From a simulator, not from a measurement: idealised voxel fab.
process module | voxel lift off
cross-section cut | 275 nm wide | cells 5 nm
A cross-section is a grid of square cells, given in bands from the top down. A band is one or more rows of cells.
Each band's line starts with the height of the band's top and of its bottom, in nm. Then come its materials from left to right, each with its width in nm. One material with "throughout" fills the band from edge to edge. "air" is empty space.
Height 0 is the level under which the wafer as received is all one material. The lowest band goes on downwards, as in "0 down".
A width such as "30 to 40" changes by the same amount from each row of cells to the next, from the band's top row to its bottom row.
"no change" after a step means that no cell of the cross-section changed.
closed voids: empty space of 8 cells or more with no open way to the top, each as width x height at its distance from the left edge, in nm
after a step's settings: what the simulator itself notes on the step
overlay nm, on a step with a mask: how far to the right of its planned place the mask lay; to the left if negative
plan
1 op RECEIVE | material Si
2 op CONFORMAL_DEP | material SiO2 | thk nm 15
3 op PATTERN | tone open | mask id LINES | material resist | width nm 30 | pitch nm 60 | thk nm 20 | overlay nm 0
4 op DIRECTIONAL_DEP | material Ru | thk nm 5
5 op STRIP | etch materials resist
6 op CONFORMAL_DEP | material SiCN | thk nm 5
as received, after step 1
  0 down: Si throughout
  closed voids: none
a wafer at the end: this start, this plan, one mistake
  25 to 20: air 85 | SiCN 40 | air 20 | SiCN 40 | air 90
  20 to 15: SiCN 90 | Ru 30 | SiCN 30 | Ru 30 | SiCN 95
  15 to 0: Ru throughout
  0 down: Si throughout
  closed voids: none
what went wrong: step 2 ran as: op CONFORMAL_DEP | material Ru | thk nm 15
